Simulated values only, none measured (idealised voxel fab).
Module name: voxel self aligned contacts (process module)
It is cross-section cut that appears here, measuring 300 nm in width, its square cells being 5 nm in size.
The cross-sections in this document take the form of a grid made of square cells. They are written out as bands, in order from top to bottom. Each band consists of one or more rows of cells.
This entry defines a band. It first specifies the height of the band's top and the height of its bottom in nm, and then specifies the band's materials from left to right, stating each material with its width in nm. The word "edge to edge" identifies a single material that fills the band from edge to edge, while the word "empty" identifies empty space.
All heights in this document are referenced to 0, defined as the level beneath which the wafer, as received, consists entirely of one material. The lowest band is not bounded below; it extends indefinitely downward and is written in the form "top 0, no bottom".
The notation "30..40" denotes a width that varies across the rows of cells in the band, beginning at the first number in the top row, finishing at the second number in the bottom row, and changing by an identical amount from each row to the next.
Step marked "left unchanged"? Then no cell in the cross-section changed in it.
Any empty space of 8 cells or more lacking an open way to the top shows up in "Cavities, closed" as width x height at distance, distance from the left edge, in nm.
Read whatever lies past the settings on a step's line as the simulator's own remark about the step.
The "overlay nm" setting may appear on a step's line; for a step that uses a mask, it gives how far to the right of its planned position the mask lay, and a negative value indicates the left.

[The steps planned for the process are as follows]
1. RECEIVE, material Si
2. OXIDIZE, depth nm 5
3. DIRECTIONAL_DEP, material polySi, thk nm 30
4. DIRECTIONAL_DEP, material SiN, thk nm 20
5. DIRECTIONAL_DEP, material aC, thk nm 10
6. PATTERN, tone cover, mask id GATE, material resist, width nm 25, pitch nm 50, thk nm 25, overlay nm 0
7. DIRECTIONAL_ETCH, etch materials aC, depth nm 10
8. STRIP, etch materials resist
9. DIRECTIONAL_ETCH, etch materials SiN, depth nm 20
10. DIRECTIONAL_ETCH, etch materials polySi, depth nm 30
11. STRIP, etch materials aC
12. CONFORMAL_DEP, material SiN, thk nm 5
13. DIRECTIONAL_ETCH, etch materials SiN, depth nm 5
14. FILL_DEP, material SiO2, thk nm 10
15. CMP, height nm 55
16. PATTERN, tone open, mask id CONTACT, material resist, width nm 35, pitch nm 50, thk nm 15, overlay nm 0
17. DIRECTIONAL_ETCH, etch materials SiO2, depth nm 60
18. STRIP, etch materials resist
19. CONFORMAL_DEP, material TiN, thk nm 5
20. FILL_DEP, material W, thk nm 5
21. CMP, height nm 55
22. CONFORMAL_DEP, material SiCN, thk nm 5

[Cross-section of the wafer at receipt, which is the condition after step 1]
* top 0, no bottom = Si edge to edge
* Cavities, closed: none

[First of two wafers: cross-section at end of module, run per plan]
* top 60, bottom 55 = SiCN edge to edge
* top 55, bottom 50 = SiO2 105 nm; TiN 15 nm; W 5 nm; TiN 15 nm; SiO2 15 nm; TiN 15 nm; W 5 nm; TiN 15 nm; SiO2 110 nm
* top 50, bottom 30 = SiO2 80 nm; SiN 35 nm; TiN 5 nm; W 5 nm; TiN 5 nm; SiN 35 nm; TiN 5 nm; W 5 nm; TiN 5 nm; SiN 35 nm; SiO2 85 nm
* top 30, bottom 0 = SiO2 80 nm; SiN 5 nm; polySi 25 nm; SiN 5 nm; TiN 5 nm; W 5 nm; TiN 5 nm; SiN 5 nm; polySi 25 nm; SiN 5 nm; TiN 5 nm; W 5 nm; TiN 5 nm; SiN 5 nm; polySi 25 nm; SiN 5 nm; SiO2 85 nm
* top 0, bottom -5 = SiO2 115 nm; TiN 15 nm; SiO2 35 nm; TiN 15 nm; SiO2 120 nm
* top -5, no bottom = Si edge to edge
* Cavities, closed: none

[Module end: cross-section of wafer two of two. Same start and process plan as the first wafer. One mistake during execution]
* top 60, bottom 55 = SiCN edge to edge
* top 55, bottom 50 = SiO2 105 nm; TiN 35 nm; SiO2 15 nm; TiN 35 nm; SiO2 110 nm
* top 50, bottom 30 = SiN 90 nm; SiO2 15 nm; SiN 35 nm; SiO2 15 nm; SiN 35 nm; SiO2 15 nm; SiN 95 nm
* top 30, bottom 0 = polySi 85 nm; SiN 5 nm; SiO2 15 nm; SiN 5 nm; polySi 25 nm; SiN 5 nm; SiO2 15 nm; SiN 5 nm; polySi 25 nm; SiN 5 nm; SiO2 15 nm; SiN 5 nm; polySi 90 nm
* top 0, bottom -5 = SiO2 edge to edge
* top -5, no bottom = Si edge to edge
* Cavities, closed: none
What was done differently from what was planned? step 6 was processed under conditions differing from the plan, specifically as PATTERN, tone open, mask id GATE, material resist, width nm 25, pitch nm 50, thk nm 25, overlay nm 0
Materials where the second wafer ends with more or fewer cells than the first: SiN +120, SiO2 -234, TiN -44, W -22, polySi +180
